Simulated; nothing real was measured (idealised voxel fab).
Process module, titled voxel spacer lines
Cross-sectional view cut (width: 230 nm; square cell size: 5 nm).
Heads up, the way a cross-section reads in here is a grid of square cells, handed over as bands from the top down, with every band being one or more rows of cells.
Top, bottom (nm), then materials left to right with widths (nm); lone material tagged "everywhere" fills the whole band edge to edge; "blank" = empty space.
We count height from 0. Below that, the starting wafer is all one material. The lowest band never ends at the bottom but goes on down; see "0..down" for how that is written.
So if you see something like "30..40" for the width, read it as the top row of the band sitting at the first number and the bottom row at the second, with every row in between moving by the same amount as the last.
Where the words "nothing changed" appear for a step, the cross-section shows no cell changed by that step; every cell remained as before.
Voids not open to the top, 8 cells minimum: see "Fully enclosed voids". Written width x height at distance; distance is from the left edge; nm.
The remark found on a step's line after its settings is issued by the simulator itself and pertains to that step.
"overlay nm" on a masked step: distance the mask lay right of its planned place, negative for left.
Pairs ahead. Before: cross-section ahead of one process step. After: cross-section once the step is done, shown to the lowest changed band only. Under each pair: that step, with settings. Caution: pairs may come from different runs of this module on the same starting wafer; a pair follows the pair above only where its "Status before step" entry says so.
-- Status before step
> 0..down  Si everywhere
> Fully enclosed voids: none
-- Cut View, Post-Step
> 5..0  Al2O3 everywhere
> Note: structure below 0 unchanged.
> Fully enclosed voids: none
The before and after cross-sections above are linked by CONFORMAL_DEP, material Al2O3, thk nm 5
Status before step: the pre-step structure is the one depicted after the step in the pair just above.
-- Cut View, Post-Step
> 15..5  SiN everywhere
> Note: structure below 5 unchanged.
> Fully enclosed voids: none
The before and after cross-sections above are linked by DIRECTIONAL_DEP, material SiN, thk nm 10
Status before step: the pre-step structure is the one depicted after the step in the pair just above.
-- Cut View, Post-Step
> 40..15  polySi everywhere
> Note: structure below 15 unchanged.
> Fully enclosed voids: none
The before and after cross-sections above are linked by DIRECTIONAL_DEP, material polySi, thk nm 25
Status before step: the pre-step structure is the one depicted after the step in the pair just above.
-- Cut View, Post-Step
> 75..40  blank (45), then resist (15), then blank (45), then resist (15), then blank (45), then resist (15), then blank (50)
> Note: structure below 40 unchanged.
> Fully enclosed voids: none
The before and after cross-sections above are linked by PATTERN, tone cover, mask id MANDREL, material resist, width nm 15, pitch nm 60, thk nm 35, overlay nm 0
Status before step: the pre-step structure is the one depicted after the step in the pair just above.
-- Cut View, Post-Step
> 75..40  blank (45), then resist (15), then blank (45), then resist (15), then blank (45), then resist (15), then blank (50)
> 40..15  blank (45), then polySi (15), then blank (45), then polySi (15), then blank (45), then polySi (15), then blank (50)
> Note: structure below 15 unchanged.
> Fully enclosed voids: none
The before and after cross-sections above are linked by DIRECTIONAL_ETCH, etch materials polySi, depth nm 25
Status before step: the pre-step structure is the one depicted after the step in the pair just above.
-- Cut View, Post-Step
> 40..15  blank (45), then polySi (15), then blank (45), then polySi (15), then blank (45), then polySi (15), then blank (50)
> Note: structure below 15 unchanged.
> Fully enclosed voids: none
The before and after cross-sections above are linked by STRIP, etch materials resist
Status before step: the pre-step structure is the one depicted after the step in the pair just above.
-- Cut View, Post-Step
> 55..40  blank (30), then SiO2 (45), then blank (15), then SiO2 (45), then blank (15), then SiO2 (45), then blank (35)
> 40..30  blank (30), then SiO2 (15), then polySi (15), then SiO2 (15), then blank (15), then SiO2 (15), then polySi (15), then SiO2 (15), then blank (15), then SiO2 (15), then polySi (15), then SiO2 (15), then blank (35)
> 30..15  SiO2 (45), then polySi (15), then SiO2 (45), then polySi (15), then SiO2 (45), then polySi (15), then SiO2 (50)
> Note: structure below 15 unchanged.
> Fully enclosed voids: none
The before and after cross-sections above are linked by CONFORMAL_DEP, material SiO2, thk nm 15
Status before step: the pre-step structure is the one depicted after the step in the pair just above.
-- Cut View, Post-Step
> 40..15  blank (30), then SiO2 (15), then polySi (15), then SiO2 (15), then blank (15), then SiO2 (15), then polySi (15), then SiO2 (15), then blank (15), then SiO2 (15), then polySi (15), then SiO2 (15), then blank (35)
> Note: structure below 15 unchanged.
> Fully enclosed voids: none
The before and after cross-sections above are linked by DIRECTIONAL_ETCH, etch materials SiO2, depth nm 15
Status before step: the pre-step structure is the one depicted after the step in the pair just above.
-- Cut View, Post-Step
> 40..15  blank (30), then SiO2 (15), then blank (15), then SiO2 (15), then blank (15), then SiO2 (15), then blank (15), then SiO2 (15), then blank (15), then SiO2 (15), then blank (15), then SiO2 (15), then blank (35)
> Note: structure below 15 unchanged.
> Fully enclosed voids: none
The before and after cross-sections above are linked by STRIP, etch materials polySi
Status before step: the pre-step structure is the one depicted after the step in the pair just above.
-- Cut View, Post-Step
> 40..15  blank (30), then SiO2 (15), then blank (15), then SiO2 (15), then blank (15), then SiO2 (15), then blank (15), then SiO2 (15), then blank (15), then SiO2 (15), then blank (15), then SiO2 (15), then blank (35)
> 15..5  blank (30), then SiN (15), then blank (15), then SiN (15), then blank (15), then SiN (15), then blank (15), then SiN (15), then blank (15), then SiN (15), then blank (15), then SiN (15), then blank (35)
> Note: structure below 5 unchanged.
> Fully enclosed voids: none
The before and after cross-sections above are linked by DIRECTIONAL_ETCH, etch materials SiN, depth nm 10
Status before step: the pre-step structure is the one depicted after the step in the pair just above.
-- Cut View, Post-Step
> 15..5  blank (30), then SiN (15), then blank (15), then SiN (15), then blank (15), then SiN (15), then blank (15), then SiN (15), then blank (15), then SiN (15), then blank (15), then SiN (15), then blank (35)
> Note: structure below 5 unchanged.
> Fully enclosed voids: none
The before and after cross-sections above are linked by STRIP, etch materials SiO2
-- Status before step
> 0..down  Si everywhere
> Fully enclosed voids: none
-- Cut View, Post-Step
> 10..0  SiN everywhere
> Note: structure below 0 unchanged.
> Fully enclosed voids: none
The before and after cross-sections above are linked by DIRECTIONAL_DEP, material SiN, thk nm 10
Status before step: the pre-step structure is the one depicted after the step in the pair just above.
-- Cut View, Post-Step
> 35..10  polySi everywhere
> Note: structure below 10 unchanged.
> Fully enclosed voids: none
The before and after cross-sections above are linked by DIRECTIONAL_DEP, material polySi, thk nm 25
Status before step: the pre-step structure is the one depicted after the step in the pair just above.
-- Cut View, Post-Step
> 70..35  blank (45), then resist (15), then blank (45), then resist (15), then blank (45), then resist (15), then blank (50)
> Note: structure below 35 unchanged.
> Fully enclosed voids: none
The before and after cross-sections above are linked by PATTERN, tone cover, mask id MANDREL, material resist, width nm 15, pitch nm 60, thk nm 35, overlay nm 0
Status before step: the pre-step structure is the one depicted after the step in the pair just above.
-- Cut View, Post-Step
> 70..35  blank (45), then resist (15), then blank (45), then resist (15), then blank (45), then resist (15), then blank (50)
> 35..10  blank (45), then polySi (15), then blank (45), then polySi (15), then blank (45), then polySi (15), then blank (50)
> Note: structure below 10 unchanged.
> Fully enclosed voids: none
The before and after cross-sections above are linked by DIRECTIONAL_ETCH, etch materials polySi, depth nm 25
Status before step: the pre-step structure is the one depicted after the step in the pair just above.
-- Cut View, Post-Step
> 35..10  blank (45), then polySi (15), then blank (45), then polySi (15), then blank (45), then polySi (15), then blank (50)
> Note: structure below 10 unchanged.
> Fully enclosed voids: none
The before and after cross-sections above are linked by STRIP, etch materials resist
Status before step: the pre-step structure is the one depicted after the step in the pair just above.
-- Cut View, Post-Step
> 50..35  blank (30), then SiO2 (45), then blank (15), then SiO2 (45), then blank (15), then SiO2 (45), then blank (35)
> 35..25  blank (30), then SiO2 (15), then polySi (15), then SiO2 (15), then blank (15), then SiO2 (15), then polySi (15), then SiO2 (15), then blank (15), then SiO2 (15), then polySi (15), then SiO2 (15), then blank (35)
> 25..10  SiO2 (45), then polySi (15), then SiO2 (45), then polySi (15), then SiO2 (45), then polySi (15), then SiO2 (50)
> Note: structure below 10 unchanged.
> Fully enclosed voids: none
The before and after cross-sections above are linked by CONFORMAL_DEP, material SiO2, thk nm 15
Status before step: the pre-step structure is the one depicted after the step in the pair just above.
-- Cut View, Post-Step
> 35..10  blank (30), then SiO2 (15), then polySi (15), then SiO2 (15), then blank (15), then SiO2 (15), then polySi (15), then SiO2 (15), then blank (15), then SiO2 (15), then polySi (15), then SiO2 (15), then blank (35)
> Note: structure below 10 unchanged.
> Fully enclosed voids: none
The before and after cross-sections above are linked by DIRECTIONAL_ETCH, etch materials SiO2, depth nm 15
Status before step: the pre-step structure is the one depicted after the step in the pair just above.
-- Cut View, Post-Step
> 35..10  blank (30), then SiO2 (15), then blank (15), then SiO2 (15), then blank (15), then SiO2 (15), then blank (15), then SiO2 (15), then blank (15), then SiO2 (15), then blank (15), then SiO2 (15), then blank (35)
> Note: structure below 10 unchanged.
> Fully enclosed voids: none
The before and after cross-sections above are linked by STRIP, etch materials polySi
Status before step: the pre-step structure is the one depicted after the step in the pair just above.
-- Cut View, Post-Step
> 35..10  blank (30), then SiO2 (15), then blank (15), then SiO2 (15), then blank (15), then SiO2 (15), then blank (15), then SiO2 (15), then blank (15), then SiO2 (15), then blank (15), then SiO2 (15), then blank (35)
> 10..0  blank (30), then SiN (15), then blank (15), then SiN (15), then blank (15), then SiN (15), then blank (15), then SiN (15), then blank (15), then SiN (15), then blank (15), then SiN (15), then blank (35)
> Note: structure below 0 unchanged.
> Fully enclosed voids: none
The before and after cross-sections above are linked by DIRECTIONAL_ETCH, etch materials SiN, depth nm 10
Status before step: the pre-step structure is the one depicted after the step in the pair just above.
-- Cut View, Post-Step
> 10..0  blank (30), then SiN (15), then blank (15), then SiN (15), then blank (15), then SiN (15), then blank (15), then SiN (15), then blank (15), then SiN (15), then blank (15), then SiN (15), then blank (35)
> Note: structure below 0 unchanged.
> Fully enclosed voids: none
The before and after cross-sections above are linked by STRIP, etch materials SiO2
-- Status before step
> 5..0  Al2O3 everywhere
> 0..down  Si everywhere
> Fully enclosed voids: none
-- Cut View, Post-Step
> 30..5  polySi everywhere
> Note: structure below 5 unchanged.
> Fully enclosed voids: none
The before and after cross-sections above are linked by DIRECTIONAL_DEP, material polySi, thk nm 25
Status before step: the pre-step structure is the one depicted after the step in the pair just above.
-- Cut View, Post-Step
> 40..30  SiN everywhere
> Note: structure below 30 unchanged.
> Fully enclosed voids: none
The before and after cross-sections above are linked by DIRECTIONAL_DEP, material SiN, thk nm 10
Status before step: the pre-step structure is the one depicted after the step in the pair just above.
-- Cut View, Post-Step
> 75..40  blank (45), then resist (15), then blank (45), then resist (15), then blank (45), then resist (15), then blank (50)
> Note: structure below 40 unchanged.
> Fully enclosed voids: none
The before and after cross-sections above are linked by PATTERN, tone cover, mask id MANDREL, material resist, width nm 15, pitch nm 60, thk nm 35, overlay nm 0
Status before step: the pre-step structure is the one depicted after the step in the pair just above.
-- Cut View, Post-Step
> 40..30  SiN everywhere
> Note: structure below 30 unchanged.
> Fully enclosed voids: none
The before and after cross-sections above are linked by STRIP, etch materials resist
Status before step: the pre-step structure is the one depicted after the step in the pair just above.
-- Cut View, Post-Step
> 55..40  SiO2 everywhere
> Note: structure below 40 unchanged.
> Fully enclosed voids: none
The before and after cross-sections above are linked by CONFORMAL_DEP, material SiO2, thk nm 15
Status before step: the pre-step structure is the one depicted after the step in the pair just above.
-- Cut View, Post-Step
> 40..30  SiN everywhere
> Note: structure below 30 unchanged.
> Fully enclosed voids: none
The before and after cross-sections above are linked by DIRECTIONAL_ETCH, etch materials SiO2, depth nm 15
Status before step: the pre-step structure is the one depicted after the step in the pair just above.
-- Cut View, Post-Step
> 30..5  polySi everywhere
> Note: structure below 5 unchanged.
> Fully enclosed voids: none
The before and after cross-sections above are linked by DIRECTIONAL_ETCH, etch materials SiN, depth nm 10
-- Status before step
> 0..down  Si everywhere
> Fully enclosed voids: none
-- Cut View, Post-Step
> 15..0  Al2O3 everywhere
> Note: structure below 0 unchanged.
> Fully enclosed voids: none
The before and after cross-sections above are linked by CONFORMAL_DEP, material Al2O3, thk nm 15
Status before step: the pre-step structure is the one depicted after the step in the pair just above.
-- Cut View, Post-Step
> 25..15  SiN everywhere
> Note: structure below 15 unchanged.
> Fully enclosed voids: none
The before and after cross-sections above are linked by DIRECTIONAL_DEP, material SiN, thk nm 10
Status before step: the pre-step structure is the one depicted after the step in the pair just above.
-- Cut View, Post-Step
> 50..25  polySi everywhere
> Note: structure below 25 unchanged.
> Fully enclosed voids: none
The before and after cross-sections above are linked by DIRECTIONAL_DEP, material polySi, thk nm 25
Status before step: the pre-step structure is the one depicted after the step in the pair just above.
-- Cut View, Post-Step
> 85..50  blank (45), then resist (15), then blank (45), then resist (15), then blank (45), then resist (15), then blank (50)
> Note: structure below 50 unchanged.
> Fully enclosed voids: none
The before and after cross-sections above are linked by PATTERN, tone cover, mask id MANDREL, material resist, width nm 15, pitch nm 60, thk nm 35, overlay nm 0
Status before step: the pre-step structure is the one depicted after the step in the pair just above.
-- Cut View, Post-Step
> 85..50  blank (45), then resist (15), then blank (45), then resist (15), then blank (45), then resist (15), then blank (50)
> 50..25  blank (45), then polySi (15), then blank (45), then polySi (15), then blank (45), then polySi (15), then blank (50)
> Note: structure below 25 unchanged.
> Fully enclosed voids: none
The before and after cross-sections above are linked by DIRECTIONAL_ETCH, etch materials polySi, depth nm 25
Status before step: the pre-step structure is the one depicted after the step in the pair just above.
-- Cut View, Post-Step
> 50..25  blank (45), then polySi (15), then blank (45), then polySi (15), then blank (45), then polySi (15), then blank (50)
> Note: structure below 25 unchanged.
> Fully enclosed voids: none
The before and after cross-sections above are linked by STRIP, etch materials resist
Status before step: the pre-step structure is the one depicted after the step in the pair just above.
-- Cut View, Post-Step
> 65..50  blank (30), then SiO2 (45), then blank (15), then SiO2 (45), then blank (15), then SiO2 (45), then blank (35)
> 50..40  blank (30), then SiO2 (15), then polySi (15), then SiO2 (15), then blank (15), then SiO2 (15), then polySi (15), then SiO2 (15), then blank (15), then SiO2 (15), then polySi (15), then SiO2 (15), then blank (35)
> 40..25  SiO2 (45), then polySi (15), then SiO2 (45), then polySi (15), then SiO2 (45), then polySi (15), then SiO2 (50)
> Note: structure below 25 unchanged.
> Fully enclosed voids: none
The before and after cross-sections above are linked by CONFORMAL_DEP, material SiO2, thk nm 15
Status before step: the pre-step structure is the one depicted after the step in the pair just above.
-- Cut View, Post-Step
> 50..25  blank (30), then SiO2 (15), then polySi (15), then SiO2 (15), then blank (15), then SiO2 (15), then polySi (15), then SiO2 (15), then blank (15), then SiO2 (15), then polySi (15), then SiO2 (15), then blank (35)
> Note: structure below 25 unchanged.
> Fully enclosed voids: none
The before and after cross-sections above are linked by DIRECTIONAL_ETCH, etch materials SiO2, depth nm 15
Status before step: the pre-step structure is the one depicted after the step in the pair just above.
-- Cut View, Post-Step
> 50..25  blank (30), then SiO2 (15), then blank (15), then SiO2 (15), then blank (15), then SiO2 (15), then blank (15), then SiO2 (15), then blank (15), then SiO2 (15), then blank (15), then SiO2 (15), then blank (35)
> Note: structure below 25 unchanged.
> Fully enclosed voids: none
The before and after cross-sections above are linked by STRIP, etch materials polySi
Status before step: the pre-step structure is the one depicted after the step in the pair just above.
-- Cut View, Post-Step
> 50..25  blank (30), then SiO2 (15), then blank (15), then SiO2 (15), then blank (15), then SiO2 (15), then blank (15), then SiO2 (15), then blank (15), then SiO2 (15), then blank (15), then SiO2 (15), then blank (35)
> 25..15  blank (30), then SiN (15), then blank (15), then SiN (15), then blank (15), then SiN (15), then blank (15), then SiN (15), then blank (15), then SiN (15), then blank (15), then SiN (15), then blank (35)
> Note: structure below 15 unchanged.
> Fully enclosed voids: none
The before and after cross-sections above are linked by DIRECTIONAL_ETCH, etch materials SiN, depth nm 10
Status before step: the pre-step structure is the one depicted after the step in the pair just above.
-- Cut View, Post-Step
> 25..15  blank (30), then SiN (15), then blank (15), then SiN (15), then blank (15), then SiN (15), then blank (15), then SiN (15), then blank (15), then SiN (15), then blank (15), then SiN (15), then blank (35)
> Note: structure below 15 unchanged.
> Fully enclosed voids: none
The before and after cross-sections above are linked by STRIP, etch materials SiO2
-- Status before step
> 40..15  polySi everywhere
> 15..5  SiN everywhere
> 5..0  Al2O3 everywhere
> 0..down  Si everywhere
> Fully enclosed voids: none
-- Cut View, Post-Step
> 75..40  blank (40), then resist (25), then blank (35), then resist (25), then blank (35), then resist (25), then blank (45)
> Note: structure below 40 unchanged.
> Fully enclosed voids: none
The before and after cross-sections above are linked by PATTERN, tone cover, mask id MANDREL, material resist, width nm 25, pitch nm 60, thk nm 35, overlay nm 0
Status before step: the pre-step structure is the one depicted after the step in the pair just above.
-- Cut View, Post-Step
> 75..40  blank (40), then resist (25), then blank (35), then resist (25), then blank (35), then resist (25), then blank (45)
> 40..15  blank (40), then polySi (25), then blank (35), then polySi (25), then blank (35), then polySi (25), then blank (45)
> Note: structure below 15 unchanged.
> Fully enclosed voids: none
The before and after cross-sections above are linked by DIRECTIONAL_ETCH, etch materials polySi, depth nm 25
Status before step: the pre-step structure is the one depicted after the step in the pair just above.
-- Cut View, Post-Step
> 40..15  blank (40), then polySi (25), then blank (35), then polySi (25), then blank (35), then polySi (25), then blank (45)
> Note: structure below 15 unchanged.
> Fully enclosed voids: none
The before and after cross-sections above are linked by STRIP, etch materials resist
Status before step: the pre-step structure is the one depicted after the step in the pair just above.
-- Cut View, Post-Step
> 55..40  blank (25), then SiO2 (55), then blank (5), then SiO2 (55), then blank (5), then SiO2 (55), then blank (30)
> 40..30  blank (25), then SiO2 (15), then polySi (25), then SiO2 (15), then blank (5), then SiO2 (15), then polySi (25), then SiO2 (15), then blank (5), then SiO2 (15), then polySi (25), then SiO2 (15), then blank (30)
> 30..15  SiO2 (40), then polySi (25), then SiO2 (35), then polySi (25), then SiO2 (35), then polySi (25), then SiO2 (45)
> Note: structure below 15 unchanged.
> Fully enclosed voids: none
The before and after cross-sections above are linked by CONFORMAL_DEP, material SiO2, thk nm 15
Status before step: the pre-step structure is the one depicted after the step in the pair just above.
-- Cut View, Post-Step
> 40..15  blank (25), then SiO2 (15), then polySi (25), then SiO2 (15), then blank (5), then SiO2 (15), then polySi (25), then SiO2 (15), then blank (5), then SiO2 (15), then polySi (25), then SiO2 (15), then blank (30)
> Note: structure below 15 unchanged.
> Fully enclosed voids: none
The before and after cross-sections above are linked by DIRECTIONAL_ETCH, etch materials SiO2, depth nm 15
Status before step: the pre-step structure is the one depicted after the step in the pair just above.
-- Cut View, Post-Step
> 40..15  blank (25), then SiO2 (15), then blank (25), then SiO2 (15), then blank (5), then SiO2 (15), then blank (25), then SiO2 (15), then blank (5), then SiO2 (15), then blank (25), then SiO2 (15), then blank (30)
> Note: structure below 15 unchanged.
> Fully enclosed voids: none
The before and after cross-sections above are linked by STRIP, etch materials polySi
Status before step: the pre-step structure is the one depicted after the step in the pair just above.
-- Cut View, Post-Step
> 40..15  blank (25), then SiO2 (15), then blank (25), then SiO2 (15), then blank (5), then SiO2 (15), then blank (25), then SiO2 (15), then blank (5), then SiO2 (15), then blank (25), then SiO2 (15), then blank (30)
> 15..5  blank (25), then SiN (15), then blank (25), then SiN (15), then blank (5), then SiN (15), then blank (25), then SiN (15), then blank (5), then SiN (15), then blank (25), then SiN (15), then blank (30)
> Note: structure below 5 unchanged.
> Fully enclosed voids: none
The before and after cross-sections above are linked by DIRECTIONAL_ETCH, etch materials SiN, depth nm 10
Status before step: the pre-step structure is the one depicted after the step in the pair just above.
-- Cut View, Post-Step
> 15..5  blank (25), then SiN (15), then blank (25), then SiN (15), then blank (5), then SiN (15), then blank (25), then SiN (15), then blank (5), then SiN (15), then blank (25), then SiN (15), then blank (30)
> Note: structure below 5 unchanged.
> Fully enclosed voids: none
The before and after cross-sections above are linked by STRIP, etch materials SiO2
-- Status before step
> 40..15  polySi everywhere
> 15..5  SiN everywhere
> 5..0  Al2O3 everywhere
> 0..down  Si everywhere
> Fully enclosed voids: none
-- Cut View, Post-Step
> 75..40  blank (50), then resist (15), then blank (45), then resist (15), then blank (45), then resist (15), then blank (45)
> Note: structure below 40 unchanged.
> Fully enclosed voids: none
The before and after cross-sections above are linked by PATTERN, tone cover, mask id MANDREL, material resist, width nm 15, pitch nm 60, thk nm 35, overlay nm 5
Status before step: the pre-step structure is the one depicted after the step in the pair just above.
-- Cut View, Post-Step
> 75..40  blank (50), then resist (15), then blank (45), then resist (15), then blank (45), then resist (15), then blank (45)
> 40..15  blank (50), then polySi (15), then blank (45), then polySi (15), then blank (45), then polySi (15), then blank (45)
> Note: structure below 15 unchanged.
> Fully enclosed voids: none
The before and after cross-sections above are linked by DIRECTIONAL_ETCH, etch materials polySi, depth nm 25
Status before step: the pre-step structure is the one depicted after the step in the pair just above.
-- Cut View, Post-Step
> 40..15  blank (50), then polySi (15), then blank (45), then polySi (15), then blank (45), then polySi (15), then blank (45)
> Note: structure below 15 unchanged.
> Fully enclosed voids: none
The before and after cross-sections above are linked by STRIP, etch materials resist
Status before step: the pre-step structure is the one depicted after the step in the pair just above.
-- Cut View, Post-Step
> 55..40  blank (35), then SiO2 (45), then blank (15), then SiO2 (45), then blank (15), then SiO2 (45), then blank (30)
> 40..30  blank (35), then SiO2 (15), then polySi (15), then SiO2 (15), then blank (15), then SiO2 (15), then polySi (15), then SiO2 (15), then blank (15), then SiO2 (15), then polySi (15), then SiO2 (15), then blank (30)
> 30..15  SiO2 (50), then polySi (15), then SiO2 (45), then polySi (15), then SiO2 (45), then polySi (15), then SiO2 (45)
> Note: structure below 15 unchanged.
> Fully enclosed voids: none
The before and after cross-sections above are linked by CONFORMAL_DEP, material SiO2, thk nm 15
Status before step: the pre-step structure is the one depicted after the step in the pair just above.
-- Cut View, Post-Step
> 40..15  blank (35), then SiO2 (15), then polySi (15), then SiO2 (15), then blank (15), then SiO2 (15), then polySi (15), then SiO2 (15), then blank (15), then SiO2 (15), then polySi (15), then SiO2 (15), then blank (30)
> Note: structure below 15 unchanged.
> Fully enclosed voids: none
The before and after cross-sections above are linked by DIRECTIONAL_ETCH, etch materials SiO2, depth nm 15
Status before step: the pre-step structure is the one depicted after the step in the pair just above.
-- Cut View, Post-Step
> 40..15  blank (35), then SiO2 (15), then blank (15), then SiO2 (15), then blank (15), then SiO2 (15), then blank (15), then SiO2 (15), then blank (15), then SiO2 (15), then blank (15), then SiO2 (15), then blank (30)
> Note: structure below 15 unchanged.
> Fully enclosed voids: none
The before and after cross-sections above are linked by STRIP, etch materials polySi
Status before step: the pre-step structure is the one depicted after the step in the pair just above.
-- Cut View, Post-Step
> 40..15  blank (35), then SiO2 (15), then blank (15), then SiO2 (15), then blank (15), then SiO2 (15), then blank (15), then SiO2 (15), then blank (15), then SiO2 (15), then blank (15), then SiO2 (15), then blank (30)
> 15..5  blank (35), then SiN (15), then blank (15), then SiN (15), then blank (15), then SiN (15), then blank (15), then SiN (15), then blank (15), then SiN (15), then blank (15), then SiN (15), then blank (30)
> Note: structure below 5 unchanged.
> Fully enclosed voids: none
The before and after cross-sections above are linked by DIRECTIONAL_ETCH, etch materials SiN, depth nm 10
Status before step: the pre-step structure is the one depicted after the step in the pair just above.
-- Cut View, Post-Step
> 15..5  blank (35), then SiN (15), then blank (15), then SiN (15), then blank (15), then SiN (15), then blank (15), then SiN (15), then blank (15), then SiN (15), then blank (15), then SiN (15), then blank (30)
> Note: structure below 5 unchanged.
> Fully enclosed voids: none
The before and after cross-sections above are linked by STRIP, etch materials SiO2
-- Status before step
> 40..15  blank (45), then polySi (15), then blank (45), then polySi (15), then blank (45), then polySi (15), then blank (50)
> 15..5  SiN everywhere
> 5..0  Al2O3 everywhere
> 0..down  Si everywhere
> Fully enclosed voids: none
-- Cut View, Post-Step
> 55..40  blank (30), then Al2O3 (45), then blank (15), then Al2O3 (45), then blank (15), then Al2O3 (45), then blank (35)
> 40..30  blank (30), then Al2O3 (15), then polySi (15), then Al2O3 (15), then blank (15), then Al2O3 (15), then polySi (15), then Al2O3 (15), then blank (15), then Al2O3 (15), then polySi (15), then Al2O3 (15), then blank (35)
> 30..15  Al2O3 (45), then polySi (15), then Al2O3 (45), then polySi (15), then Al2O3 (45), then polySi (15), then Al2O3 (50)
> Note: structure below 15 unchanged.
> Fully enclosed voids: none
The before and after cross-sections above are linked by CONFORMAL_DEP, material Al2O3, thk nm 15
-- Status before step
> 40..15  polySi everywhere
> 15..5  SiN everywhere
> 5..0  Al2O3 everywhere
> 0..down  Si everywhere
> Fully enclosed voids: none
-- Cut View, Post-Step
> 75..40  resist (45), then blank (15), then resist (45), then blank (15), then resist (45), then blank (15), then resist (50)
> Note: structure below 40 unchanged.
> Fully enclosed voids: none
The before and after cross-sections above are linked by PATTERN, tone open, mask id MANDREL, material resist, width nm 15, pitch nm 60, thk nm 35, overlay nm 0
Status before step: the pre-step structure is the one depicted after the step in the pair just above.
-- Cut View, Post-Step
> 75..40  resist (45), then blank (15), then resist (45), then blank (15), then resist (45), then blank (15), then resist (50)
> 40..15  polySi (45), then blank (15), then polySi (45), then blank (15), then polySi (45), then blank (15), then polySi (50)
> Note: structure below 15 unchanged.
> Fully enclosed voids: none
The before and after cross-sections above are linked by DIRECTIONAL_ETCH, etch materials polySi, depth nm 25
Status before step: the pre-step structure is the one depicted after the step in the pair just above.
-- Cut View, Post-Step
> 40..15  polySi (45), then blank (15), then polySi (45), then blank (15), then polySi (45), then blank (15), then polySi (50)
> Note: structure below 15 unchanged.
> Fully enclosed voids: none
The before and after cross-sections above are linked by STRIP, etch materials resist
Status before step: the pre-step structure is the one depicted after the step in the pair just above.
-- Cut View, Post-Step
> 55..40  SiO2 everywhere
> 40..15  polySi (45), then SiO2 (15), then polySi (45), then SiO2 (15), then polySi (45), then SiO2 (15), then polySi (50)
> Note: structure below 15 unchanged.
> Fully enclosed voids: none
The before and after cross-sections above are linked by CONFORMAL_DEP, material SiO2, thk nm 15
Status before step: the pre-step structure is the one depicted after the step in the pair just above.
-- Cut View, Post-Step
> 40..15  polySi (45), then SiO2 (15), then polySi (45), then SiO2 (15), then polySi (45), then SiO2 (15), then polySi (50)
> Note: structure below 15 unchanged.
> Fully enclosed voids: none
The before and after cross-sections above are linked by DIRECTIONAL_ETCH, etch materials SiO2, depth nm 15
Status before step: the pre-step structure is the one depicted after the step in the pair just above.
-- Cut View, Post-Step
> 40..15  blank (45), then SiO2 (15), then blank (45), then SiO2 (15), then blank (45), then SiO2 (15), then blank (50)
> Note: structure below 15 unchanged.
> Fully enclosed voids: none
The before and after cross-sections above are linked by STRIP, etch materials polySi
Status before step: the pre-step structure is the one depicted after the step in the pair just above.
-- Cut View, Post-Step
> 40..15  blank (45), then SiO2 (15), then blank (45), then SiO2 (15), then blank (45), then SiO2 (15), then blank (50)
> 15..5  blank (45), then SiN (15), then blank (45), then SiN (15), then blank (45), then SiN (15), then blank (50)
> Note: structure below 5 unchanged.
> Fully enclosed voids: none
The before and after cross-sections above are linked by DIRECTIONAL_ETCH, etch materials SiN, depth nm 10
Status before step: the pre-step structure is the one depicted after the step in the pair just above.
-- Cut View, Post-Step
> 15..5  blank (45), then SiN (15), then blank (45), then SiN (15), then blank (45), then SiN (15), then blank (50)
> Note: structure below 5 unchanged.
> Fully enclosed voids: none
The before and after cross-sections above are linked by STRIP, etch materials SiO2
